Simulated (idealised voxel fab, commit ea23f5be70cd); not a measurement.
This is a process module. Its name is voxel lift off.
cross-section cut | 180 nm wide | cells 5 nm
A cross-section is written here as square cells arranged in a grid, and it is given in bands from the top down, each band taking up one or more rows of cells. Basically the band line says how high the top is and how high the bottom is, in nm, and then what's in it from left to right, every material with its width in nm. Empty space shows up as "empty", and if a single material carries "everywhere" it runs the full band edge to edge. The reference from which all heights are counted is 0, the level beneath which the as-received wafer is entirely one material; the lowest band, having no lower bound, proceeds downward and is written after the example "from 0 down". You'd read "30 to 40" like this: the band's top row of cells is as wide as the first number, its bottom row is as wide as the second, and going down, every row changes width by the same amount as the row before did. No cell of the cross-section changed in a step that is given as "nothing altered". Under "Closed cavity list" you'll find the enclosed gaps, the ones with no way out to the top, that are 8 cells or bigger; each reads width x height at distance, with distance counted from the left edge, everything in nm. Heads up: the bit after the settings on a step's line is the simulator's remark on that step. overlay nm: on a step with a mask, how far right of its planned place the mask lay; negative means left.
-- These are the steps we planned for the process
1 RECEIVE: material Si
2 CONFORMAL_DEP: material Al2O3, thk nm 10
3 PATTERN: tone open, mask id LINES, material resist, width nm 20, pitch nm 40, thk nm 20, overlay nm 0
4 DIRECTIONAL_DEP: material Ru, thk nm 10
5 STRIP: etch materials resist
6 CONFORMAL_DEP: material SiN, thk nm 10
-- Cross-section of the wafer as it came to us, i.e., already through step 1
	from 0 down = Si everywhere
	Closed cavity list: none
-- First of two wafers: cross-section at end of module, run per plan
	from 30 to 20 = empty=10 | SiN=160 | empty=10
	from 20 to 10 = SiN=20 | Ru=20 | SiN=20 | Ru=20 | SiN=20 | Ru=20 | SiN=20 | Ru=20 | SiN=20
	from 10 to 0 = Al2O3 everywhere
	from 0 down = Si everywhere
	Closed cavity list: none
-- Now the second wafer, cross-sectioned at the end of the module. Nothing different at the start, nothing different in the plan compared with the first, just one mistake when it was actually run
	from 30 to 20 = SiN everywhere
	from 20 to 10 = Ru=20 | SiN=20 | Ru=20 | SiN=20 | Ru=20 | SiN=20 | Ru=20 | SiN=20 | Ru=20
	from 10 to 0 = Al2O3 everywhere
	from 0 down = Si everywhere
	Closed cavity list: none
What went wrong in running the wafer? step 3: run off-plan, actual operation and settings PATTERN: tone cover, mask id LINES, material resist, width nm 20, pitch nm 40, thk nm 20, overlay nm 0
Materials where the second wafer ends with more or fewer cells than the first: 8 more of Ru
